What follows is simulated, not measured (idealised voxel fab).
process module | voxel air gaps
Each square cell in cross-section cut measures 5 nm, and the section as a whole is 175 nm wide.
Think of the cross-section as a grid of square cells. We describe it in bands, top to bottom, and each band covers one or more rows of those cells.
Per band: top height and bottom height in nm, followed by the left-to-right materials and their widths in nm; "throughout" marks a single material spanning edge to edge, "blank" marks empty space.
Ref level 0: as-received wafer is one material below here. Bottom band extends down with no lower bound ("0 down").
With a width like "30->40", each row of cells in the band differs from the next by the same amount, the top row carrying the first number and the bottom row the second.
The designation "no alteration", where it is given for a processing step, indicates that no cell of the cross-section was altered in the course of that step.
In the "Closed voids list" entry, you get each enclosed empty space of 8 cells or more, one with no open way to the top, written width x height at distance, distance from the left edge, in nm.
Heads up: the bit after the settings on a step's line is the simulator's remark on that step.
overlay nm: where the mask lay relative to plan, measured to the right, on steps with a mask; negatives go left.
### Here's what the planned process steps look like
- 1: RECEIVE: material Si
- 2: CONFORMAL_DEP: material SiO2, thk nm 15
- 3: CONFORMAL_DEP: material SiN, thk nm 5
- 4: DIRECTIONAL_DEP: material SiO2, thk nm 30
- 5: MASKED_ETCH: tone open, mask id LINES, width nm 15, pitch nm 40, etch materials SiO2, depth nm 30, overlay nm 0
- 6: CONFORMAL_DEP: material TiN, thk nm 5
- 7: FILL_DEP: material W, thk nm 10
- 8: CMP: height nm 50
- 9: EPI: material Ru, thk nm 10
- 10: SELECTIVE_ETCH: etch materials SiO2, depth nm 40
- 11: CONFORMAL_DEP: material SiN, thk nm 5
### Cross-section of the wafer at receipt, which is the condition after step 1
	0 down | Si throughout
	Closed voids list: none
### One mistake in running the module, otherwise start and plan as above: cross-section at the end
	65 to 60 | blank (10), then SiN (165)
	60 to 50 | blank (10), then SiN (5), then Ru (35), then SiN (5), then Ru (35), then SiN (5), then Ru (35), then SiN (5), then Ru (35), then SiN (5)
	50 to 45 | blank (10), then SiN (15), then TiN (5), then W (5), then TiN (5), then SiN (25), then TiN (5), then W (5), then TiN (5), then SiN (25), then TiN (5), then W (5), then TiN (5), then SiN (25), then TiN (5), then W (5), then TiN (5), then SiN (15)
	45 to 25 | blank (20), then SiN (5), then TiN (5), then W (5), then TiN (5), then SiN (5), then blank (15), then SiN (5), then TiN (5), then W (5), then TiN (5), then SiN (5), then blank (15), then SiN (5), then TiN (5), then W (5), then TiN (5), then SiN (5), then blank (15), then SiN (5), then TiN (5), then W (5), then TiN (5), then SiN (5), then blank (10)
	25 to 20 | SiN (25), then TiN (15), then SiN (25), then TiN (15), then SiN (25), then TiN (15), then SiN (25), then TiN (15), then SiN (15)
	20 to 15 | SiN throughout
	15 to 0 | SiO2 throughout
	0 down | Si throughout
	Closed voids list: 15 x 20 at 45; 15 x 20 at 85; 15 x 20 at 125; 10 x 20 at 165
So what did we get wrong on this run? rather than as planned, step 5 actually ran as MASKED_ETCH: tone open, mask id LINES, width nm 15, pitch nm 40, etch materials SiO2, depth nm 30, overlay nm 5
